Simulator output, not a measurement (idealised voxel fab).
You're looking at the process module voxel ribs on slabs.
Shown is cross-section cut, with a width of 140 nm and square cells of size 5 nm.
Bands, listed from the top down, are how a cross-section gets written in this document; the cross-section itself is a grid of square cells, and a band is one or more rows of them. For a band, the entry starts with two heights in nm, that of the top and then that of the bottom, and carries on with the band's materials in order from left to right, each alongside its width in nm; the word "throughout" beside a single material means it fills the band edge to edge, and "blank" means empty space. Height is counted from the level 0, under which the received wafer is composed throughout of one material. The lowest of the bands is not closed at the bottom but continues downward, in the notation "0 and below". Graded width ("30..40"): value in top row of band = first number; value in bottom row = second number; row-to-row change constant. No cell of the cross-section changed in a step that is given as "nothing changed". Empty spaces without an open route to the top, at least 8 cells in extent, make up the entry "Sealed cavities"; each is given as width x height at distance, where the distance is measured from the left edge, and all are in nm. Post-settings text on a step line: simulator's own remark regarding the step. Each step line may optionally specify "overlay nm", which for a step with a mask gives the rightward distance between the mask's planned place and where it lay, a negative value indicating the leftward direction.
Planned process steps:
| 1 | RECEIVE: material Si |
| 2 | DIRECTIONAL_DEP: material SiO2, thk nm 30 |
| 3 | DIRECTIONAL_DEP: material SiN, thk nm 20 |
| 4 | DIRECTIONAL_DEP: material aC, thk nm 15 |
| 5 | PATTERN: tone cover, mask id RIB, material resist, width nm 20, thk nm 35, overlay nm 0 |
| 6 | DIRECTIONAL_ETCH: etch materials aC, depth nm 15 |
| 7 | STRIP: etch materials resist |
| 8 | DIRECTIONAL_ETCH: etch materials SiN, depth nm 10 |
| 9 | STRIP: etch materials aC |
| 10 | DIRECTIONAL_DEP: material aC, thk nm 15 |
| 11 | PATTERN: tone cover, mask id SLAB, material resist, width nm 50, thk nm 35, overlay nm 0 |
| 12 | DIRECTIONAL_ETCH: etch materials aC, depth nm 15 |
| 13 | STRIP: etch materials resist |
| 14 | DIRECTIONAL_ETCH: etch materials SiN, depth nm 10 |
| 15 | STRIP: etch materials aC |
| 16 | FILL_DEP: material SiO2, thk nm 25 |
| 17 | CMP: height nm 65 |
| 18 | DIRECTIONAL_DEP: material TiN, thk nm 5 |
| 19 | DIRECTIONAL_DEP: material aC, thk nm 10 |
| 20 | PATTERN: tone cover, mask id HEATER, material resist, width nm 30, thk nm 25, overlay nm 0 |
| 21 | DIRECTIONAL_ETCH: etch materials aC, depth nm 10 |
| 22 | STRIP: etch materials resist |
| 23 | DIRECTIONAL_ETCH: etch materials TiN, depth nm 5 |
| 24 | STRIP: etch materials aC |
| 25 | CONFORMAL_DEP: material SiN, thk nm 10 |
Cross-sectional view of the wafer in its as-received condition, corresponding to the state after step 1:
* 0 and below  Si throughout
* Sealed cavities: none
Look at the cross-section after the module: the wafer started out the way shown above and the plan was the one shown above, yet one mistake was made along the way:
* 80 down to 75  blank 45; SiN 50; blank 45
* 75 down to 70  SiN throughout
* 70 down to 65  SiN 55; TiN 30; SiN 55
* 65 down to 50  SiO2 throughout
* 50 down to 40  SiO2 50; SiN 20; SiO2 70
* 40 down to 30  SiO2 45; SiN 50; SiO2 45
* 30 down to 0  SiO2 throughout
* 0 and below  Si throughout
* Sealed cavities: none
Nonconformance to the process plan: rather than as planned, step 5 actually ran as PATTERN: tone cover, mask id RIB, material resist, width nm 20, thk nm 35, overlay nm -10
